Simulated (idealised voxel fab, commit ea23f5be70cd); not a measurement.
process module | voxel capacitor over wiring
cross-section cut | 300 nm wide | cells 5 nm
A cross-section is a grid of square cells, given in bands from the top down. A band is one or more rows of cells.
Each band's line starts with the height of the band's top and of its bottom, in nm. Then come its materials from left to right, each with its width in nm. One material with "throughout" fills the band from edge to edge. "air" is empty space.
Height 0 is the level under which the wafer as received is all one material. The lowest band goes on downwards, as in "0 down".
A width such as "30 to 40" changes by the same amount from each row of cells to the next, from the band's top row to its bottom row.
"no change" after a step means that no cell of the cross-section changed.
closed voids: empty space of 8 cells or more with no open way to the top, each as width x height at its distance from the left edge, in nm
after a step's settings: what the simulator itself notes on the step
overlay nm, on a step with a mask: how far to the right of its planned place the mask lay; to the left if negative
plan
1 op RECEIVE | material Si
2 op CONFORMAL_DEP | material SiO2 | thk nm 10
3 op DIRECTIONAL_DEP | material TiN | thk nm 5
4 op DIRECTIONAL_DEP | material W | thk nm 20
5 op DIRECTIONAL_DEP | material aC | thk nm 10
6 op PATTERN | tone cover | mask id METAL_1 | material resist | width nm 20 | pitch nm 85 | thk nm 30 | overlay nm 0
7 op DIRECTIONAL_ETCH | etch materials aC | depth nm 10
8 op STRIP | etch materials resist
9 op DIRECTIONAL_ETCH | etch materials W | depth nm 20
10 op DIRECTIONAL_ETCH | etch materials TiN | depth nm 5
11 op STRIP | etch materials aC
12 op CONFORMAL_DEP | material SiN | thk nm 5
13 op FILL_DEP | material lowk | thk nm 10
14 op CMP | height nm 35
15 op CONFORMAL_DEP | material SiCN | thk nm 5
16 op DIRECTIONAL_DEP | material SiO2 | thk nm 20
17 op MASKED_ETCH | tone open | mask id PLUG_1 | width nm 15 | etch materials SiO2 | depth nm 20 | overlay nm 0
18 op MASKED_ETCH | tone open | mask id PLUG_1 | width nm 15 | etch materials SiCN | depth nm 5 | overlay nm 0
19 op CONFORMAL_DEP | material TiN | thk nm 5
20 op FILL_DEP | material Cu | thk nm 5
21 op CMP | height nm 60
22 op DIRECTIONAL_DEP | material TiN | thk nm 5
23 op DIRECTIONAL_DEP | material Al2O3 | thk nm 5
24 op DIRECTIONAL_DEP | material TiN | thk nm 10
25 op DIRECTIONAL_DEP | material aC | thk nm 15
26 op PATTERN | tone cover | mask id UPPER_PLATE | material resist | width nm 70 | thk nm 35 | overlay nm 0
27 op DIRECTIONAL_ETCH | etch materials aC | depth nm 15
28 op STRIP | etch materials resist
29 op DIRECTIONAL_ETCH | etch materials TiN | depth nm 10
30 op DIRECTIONAL_ETCH | etch materials Al2O3 | depth nm 5
31 op STRIP | etch materials aC
32 op DIRECTIONAL_DEP | material aC | thk nm 10
33 op PATTERN | tone cover | mask id LOWER_PLATE | material resist | width nm 80 | thk nm 30 | overlay nm 0
34 op DIRECTIONAL_ETCH | etch materials aC | depth nm 10
35 op STRIP | etch materials resist
36 op DIRECTIONAL_ETCH | etch materials TiN | depth nm 5
37 op STRIP | etch materials aC
38 op FILL_DEP | material SiO2 | thk nm 15
39 op CMP | height nm 90
40 op PATTERN | tone open | mask id PLUG_2 | material resist | width nm 15 | thk nm 20 | overlay nm 0
41 op DIRECTIONAL_ETCH | etch materials SiO2 | depth nm 10
42 op STRIP | etch materials resist
43 op CONFORMAL_DEP | material TiN | thk nm 5
44 op FILL_DEP | material Ru | thk nm 5
45 op CMP | height nm 90
46 op CONFORMAL_DEP | material SiN | thk nm 5
as received, after step 1
  0 down: Si throughout
  closed voids: none
a wafer at the end: this start, this plan, one mistake
  95 to 90: SiN throughout
  90 to 85: SiO2 110 | TiN 5 | Ru 5 | TiN 5 | SiO2 175
  85 to 80: SiO2 110 | TiN 15 | SiO2 175
  80 to 70: SiO2 100 | TiN 70 | SiO2 130
  70 to 65: SiO2 100 | Al2O3 70 | SiO2 130
  65 to 60: SiO2 95 | TiN 80 | SiO2 125
  60 to 40: SiO2 100 | TiN 5 | Cu 5 | TiN 5 | SiO2 185
  40 to 35: SiCN 100 | TiN 15 | SiCN 185
  35 to 20: lowk 90 | SiN 5 | W 20 | SiN 5 | lowk 55 | SiN 5 | W 20 | SiN 5 | lowk 95
  20 to 15: SiN 95 | W 20 | SiN 65 | W 20 | SiN 100
  15 to 5: SiO2 throughout
  5 to 0: TiN throughout
  0 down: Si throughout
  closed voids: none
what went wrong: steps 2 and 3 were swapped
